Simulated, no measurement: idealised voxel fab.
This is a process module. Its name is voxel ribs on slabs.
Cross-section cut spans 170 nm and uses square cells 5 nm in size.
In what follows, cross-sections appear as grids of square cells, described through bands that run from the top down, where every band is one or more rows of cells.
Basically the band line says how high the top is and how high the bottom is, in nm, and then what's in it from left to right, every material with its width in nm. Empty space shows up as "blank", and if a single material carries "all across" it runs the full band edge to edge.
Note: height 0 marks the level under which the wafer is uniformly one material as received. Lowest band unbounded below, written "0 -> down".
The notation "30..40" denotes a width that varies across the rows of cells in the band, beginning at the first number in the top row, finishing at the second number in the bottom row, and changing by an identical amount from each row to the next.
Basically "nothing got changed" means that step didn't change any cell in the cross-section.
In "Completely enclosed voids" the enclosed voids are listed, meaning empty spaces of 8 cells or larger without any opening to the top. The form is width x height at distance, distance from the left edge, units nm.
On each step's line, the part that comes after the settings is the simulator's own comment on the step.
The line of a step may include "overlay nm". On a step with a mask, this value is how far to the right of its planned place the mask lay. A negative value means the mask lay to the left.
Planned step list for the process:
1. op RECEIVE | material Si
2. op DIRECTIONAL_DEP | material SiO2 | thk nm 30
3. op DIRECTIONAL_DEP | material SiN | thk nm 15
4. op PATTERN | tone cover | mask id RIB | material resist | width nm 20 | thk nm 15 | overlay nm 0
5. op DIRECTIONAL_ETCH | etch materials SiN | depth nm 10
6. op STRIP | etch materials resist
7. op DIRECTIONAL_DEP | material aC | thk nm 15
8. op PATTERN | tone cover | mask id SLAB | material resist | width nm 70 | thk nm 35 | overlay nm 0
9. op DIRECTIONAL_ETCH | etch materials aC | depth nm 15
10. op STRIP | etch materials resist
11. op DIRECTIONAL_ETCH | etch materials SiN | depth nm 5
12. op STRIP | etch materials aC
13. op FILL_DEP | material SiO2 | thk nm 20
14. op CMP | height nm 55
15. op DIRECTIONAL_DEP | material W | thk nm 10
16. op DIRECTIONAL_DEP | material aC | thk nm 10
17. op PATTERN | tone cover | mask id HEATER | material resist | width nm 30 | thk nm 25 | overlay nm 0
18. op DIRECTIONAL_ETCH | etch materials aC | depth nm 10
19. op STRIP | etch materials resist
20. op DIRECTIONAL_ETCH | etch materials W | depth nm 10
21. op STRIP | etch materials aC
22. op CONFORMAL_DEP | material SiN | thk nm 5
Incoming wafer, cross-sectional view, post step 1:
    0 -> down | Si all across
    Completely enclosed voids: none
First of two wafers, end-of-module section, run followed plan:
    70 -> 65 | 65 blank; 40 SiN; 65 blank
    65 -> 60 | 65 blank; 5 SiN; 30 W; 5 SiN; 65 blank
    60 -> 55 | 70 SiN; 30 W; 70 SiN
    55 -> 45 | SiO2 all across
    45 -> 35 | 75 SiO2; 20 SiN; 75 SiO2
    35 -> 30 | 50 SiO2; 70 SiN; 50 SiO2
    30 -> 0 | SiO2 all across
    0 -> down | Si all across
    Completely enclosed voids: none
Wafer two, sectioned after the module: the first wafer's start, the first wafer's plan, and one mistake in how it was run:
    70 -> 65 | 65 blank; 40 SiN; 65 blank
    65 -> 60 | 65 blank; 5 SiN; 30 W; 5 SiN; 65 blank
    60 -> 55 | 70 SiN; 30 W; 70 SiN
    55 -> 45 | SiO2 all across
    45 -> 35 | 85 SiO2; 20 SiN; 65 SiO2
    35 -> 30 | 50 SiO2; 70 SiN; 50 SiO2
    30 -> 0 | SiO2 all across
    0 -> down | Si all across
    Completely enclosed voids: none
What was done differently from what was planned? step 4 did not happen as planned, as run it was op PATTERN | tone cover | mask id RIB | material resist | width nm 20 | thk nm 15 | overlay nm 10
End check, second vs first wafer: material counts in cells match, positions do not.
